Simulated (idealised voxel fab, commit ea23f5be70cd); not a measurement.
Herein follows the process module entitled voxel wiring stack.
Pictured: cross-section cut, 210 nm wide, on a grid of 5 nm square cells.
In this document a cross-section is written as a grid of square cells. It is given as a series of bands, listed from the top down, and a band is one or more rows of cells.
Per band: top height and bottom height in nm, followed by the left-to-right materials and their widths in nm; "all across" marks a single material spanning edge to edge, "empty" marks empty space.
All heights in this document are referenced to 0, defined as the level beneath which the wafer, as received, consists entirely of one material. The lowest band is not bounded below; it extends indefinitely downward and is written in the form "0 and below".
Quick explanation for "30 to 40": the width changes in equal steps down the rows of cells, from the first number in the band's top row to the second number in its bottom row.
No cell of the cross-section changed in a step that is given as "changes: none".
The label "Trapped cavities" introduces a list of the empty spaces, 8 cells or larger, that have no open way up to the top; each entry in it reads width x height at distance, where the distance is taken from the left edge and all three are stated in nm.
If you see something after the settings on a step's line, that's the simulator's own remark about that step.
What "overlay nm" on a step's line means: if the step has a mask, that mask lay this far to the right of its planned place, or, when the value is negative, to the left.

-- Steps in the process plan
1 op RECEIVE | material Si
2 op CONFORMAL_DEP | material SiO2 | thk nm 15
3 op DIRECTIONAL_DEP | material TiN | thk nm 5
4 op DIRECTIONAL_DEP | material W | thk nm 20
5 op MASKED_ETCH | tone cover | mask id METAL_1 | width nm 20 | pitch nm 35 | etch materials W | depth nm 20 | overlay nm 0
6 op MASKED_ETCH | tone cover | mask id METAL_1 | width nm 20 | pitch nm 35 | etch materials TiN | depth nm 5 | overlay nm 0
7 op CONFORMAL_DEP | material SiN | thk nm 5
8 op FILL_DEP | material SiO2 | thk nm 5
9 op CMP | height nm 40
10 op CONFORMAL_DEP | material SiCN | thk nm 5
11 op DIRECTIONAL_DEP | material SiO2 | thk nm 35
12 op MASKED_ETCH | tone open | mask id METAL_2 | width nm 20 | pitch nm 35 | etch materials SiO2 | depth nm 20 | overlay nm 0
13 op MASKED_ETCH | tone open | mask id METAL_2_HOLES | width nm 15 | etch materials SiO2 | depth nm 15 | overlay nm 0
14 op MASKED_ETCH | tone open | mask id METAL_2_HOLES | width nm 15 | etch materials SiCN | depth nm 5 | overlay nm -15
15 op CONFORMAL_DEP | material TiN | thk nm 5
16 op FILL_DEP | material Cu | thk nm 5
17 op CMP | height nm 80
18 op CONFORMAL_DEP | material SiCN | thk nm 5
19 op DIRECTIONAL_DEP | material SiO2 | thk nm 10
20 op MASKED_ETCH | tone open | mask id PLUG_2 | width nm 15 | pitch nm 35 | etch materials SiO2 | depth nm 10 | overlay nm 0
21 op MASKED_ETCH | tone open | mask id PLUG_2 | width nm 15 | pitch nm 35 | etch materials SiCN | depth nm 5 | overlay nm 0
22 op EPI | material Ru | thk nm 10
23 op EPI | material Ru | thk nm 5
24 op CONFORMAL_DEP | material SiN | thk nm 5
25 op DIRECTIONAL_DEP | material SiO2 | thk nm 15
26 op PATTERN | tone open | mask id METAL_3 | material resist | width nm 20 | pitch nm 35 | thk nm 20 | overlay nm 0
27 op DIRECTIONAL_ETCH | etch materials SiO2 | depth nm 15
28 op DIRECTIONAL_ETCH | etch materials SiN | depth nm 5
29 op STRIP | etch materials resist
30 op CONFORMAL_DEP | material TiN | thk nm 5
31 op FILL_DEP | material W | thk nm 10
32 op CMP | height nm 115
33 op CONFORMAL_DEP | material SiCN | thk nm 5
34 op DIRECTIONAL_DEP | material SiO2 | thk nm 35
35 op PATTERN | tone open | mask id METAL_4 | material resist | width nm 20 | pitch nm 35 | thk nm 20 | overlay nm 0
36 op DIRECTIONAL_ETCH | etch materials SiO2 | depth nm 20
37 op STRIP | etch materials resist
38 op DIRECTIONAL_DEP | material aC | thk nm 10
39 op PATTERN | tone open | mask id METAL_4_HOLES | material resist | width nm 15 | pitch nm 35 | thk nm 25 | overlay nm 0
40 op DIRECTIONAL_ETCH | etch materials aC | depth nm 10
41 op STRIP | etch materials resist
42 op DIRECTIONAL_ETCH | etch materials SiO2 | depth nm 15
43 op DIRECTIONAL_ETCH | etch materials SiCN | depth nm 5
44 op STRIP | etch materials aC
45 op CONFORMAL_DEP | material TiN | thk nm 5
46 op FILL_DEP | material Cu | thk nm 10
47 op CMP | height nm 155
48 op CONFORMAL_DEP | material SiCN | thk nm 5
The wafers in this document start out alike and differ in the overlay nm applied at step 14; the plan shows the value used for the first wafer.

-- Cross-section: the first of several wafers in its as-received state, i.e. following step 1
	0 and below = Si all across
	Trapped cavities: none

-- The first of several wafers, seen in cross-section after the module's last step, step 48
	160 down to 155 = SiCN all across
	155 down to 140 = SiO2 75  TiN 5  Cu 10  TiN 5  SiO2 15  TiN 5  Cu 10  TiN 5  SiO2 80
	140 down to 135 = SiO2 75  TiN 5  Cu 5  TiN 10  SiO2 15  TiN 5  Cu 5  TiN 10  SiO2 80
	135 down to 120 = SiO2 75  TiN 5  Cu 5  TiN 5  SiO2 20  TiN 5  Cu 5  TiN 5  SiO2 85
	120 down to 115 = SiCN 75  TiN 15  SiCN 20  TiN 15  SiCN 85
	115 down to 100 = SiO2 75  TiN 5  W 10  TiN 5  SiO2 15  TiN 5  W 10  TiN 5  SiO2 80
	100 down to 95 = SiN 75  TiN 20  SiN 15  TiN 20  SiN 80
	95 down to 85 = SiO2 75  Ru 15  SiO2 20  Ru 15  SiO2 85
	85 down to 80 = SiCN 75  Ru 15  SiCN 20  Ru 15  SiCN 85
	80 down to 65 = SiO2 75  TiN 5  Cu 10  TiN 5  SiO2 15  TiN 5  Cu 10  TiN 5  SiO2 80
	65 down to 60 = SiO2 75  TiN 5  Cu 5  TiN 10  SiO2 15  TiN 20  SiO2 80
	60 down to 50 = SiO2 75  TiN 5  Cu 5  TiN 5  SiO2 120
	50 down to 45 = SiO2 75  TiN 15  SiO2 120
	45 down to 40 = SiCN all across
	40 down to 20 = SiO2 70  SiN 5  W 20  SiN 5  SiO2 5  SiN 5  W 20  SiN 5  SiO2 75
	20 down to 15 = SiN 75  TiN 20  SiN 15  TiN 20  SiN 80
	15 down to 0 = SiO2 all across
	0 and below = Si all across
	Trapped cavities: none

-- Of the several wafers, the last: cross-section at the end of the module
	160 down to 155 = SiCN all across
	155 down to 140 = SiO2 75  TiN 5  Cu 10  TiN 5  SiO2 15  TiN 5  Cu 10  TiN 5  SiO2 80
	140 down to 135 = SiO2 75  TiN 5  Cu 5  TiN 10  SiO2 15  TiN 5  Cu 5  TiN 10  SiO2 80
	135 down to 120 = SiO2 75  TiN 5  Cu 5  TiN 5  SiO2 20  TiN 5  Cu 5  TiN 5  SiO2 85
	120 down to 115 = SiCN 75  TiN 15  SiCN 20  TiN 15  SiCN 85
	115 down to 100 = SiO2 75  TiN 5  W 10  TiN 5  SiO2 15  TiN 5  W 10  TiN 5  SiO2 80
	100 down to 95 = SiN 75  TiN 20  SiN 15  TiN 20  SiN 80
	95 down to 85 = SiO2 75  Ru 15  SiO2 20  Ru 15  SiO2 85
	85 down to 80 = SiCN 75  Ru 15  SiCN 20  Ru 15  SiCN 85
	80 down to 65 = SiO2 75  TiN 5  Cu 10  TiN 5  SiO2 15  TiN 5  Cu 10  TiN 5  SiO2 80
	65 down to 60 = SiO2 75  TiN 5  Cu 5  TiN 10  SiO2 15  TiN 20  SiO2 80
	60 down to 50 = SiO2 75  TiN 5  Cu 5  TiN 5  SiO2 120
	50 down to 45 = SiO2 75  TiN 15  SiO2 120
	45 down to 40 = SiCN all across
	40 down to 20 = SiO2 70  SiN 5  W 20  SiN 5  SiO2 5  SiN 5  W 20  SiN 5  SiO2 75
	20 down to 15 = SiN 75  TiN 20  SiN 15  TiN 20  SiN 80
	15 down to 0 = SiO2 all across
	0 and below = Si all across
	Trapped cavities: none

-- Below is a per-wafer table. In it, each row describes the wafer at the end of the module by giving, for each material, the number of cells gained (+) or lost (-) since the wafer was received, and after that the closed voids of the wafer
overlay nm -15, +35 Cu, +18 Ru, +156 SiCN, +84 SiN, +917 SiO2, +90 TiN, +44 W, Trapped cavities: none
overlay nm -10, +35 Cu, +18 Ru, +155 SiCN, +84 SiN, +917 SiO2, +91 TiN, +44 W, Trapped cavities: none
overlay nm -5, +35 Cu, +18 Ru, +154 SiCN, +84 SiN, +917 SiO2, +92 TiN, +44 W, Trapped cavities: none
overlay nm 0, +36 Cu, +18 Ru, +153 SiCN, +84 SiN, +917 SiO2, +92 TiN, +44 W, Trapped cavities: none
overlay nm 5, +35 Cu, +18 Ru, +154 SiCN, +84 SiN, +917 SiO2, +92 TiN, +44 W, Trapped cavities: none
overlay nm 10, +35 Cu, +18 Ru, +155 SiCN, +84 SiN, +917 SiO2, +91 TiN, +44 W, Trapped cavities: none
overlay nm 15, +35 Cu, +18 Ru, +156 SiCN, +84 SiN, +917 SiO2, +90 TiN, +44 W, Trapped cavities: none
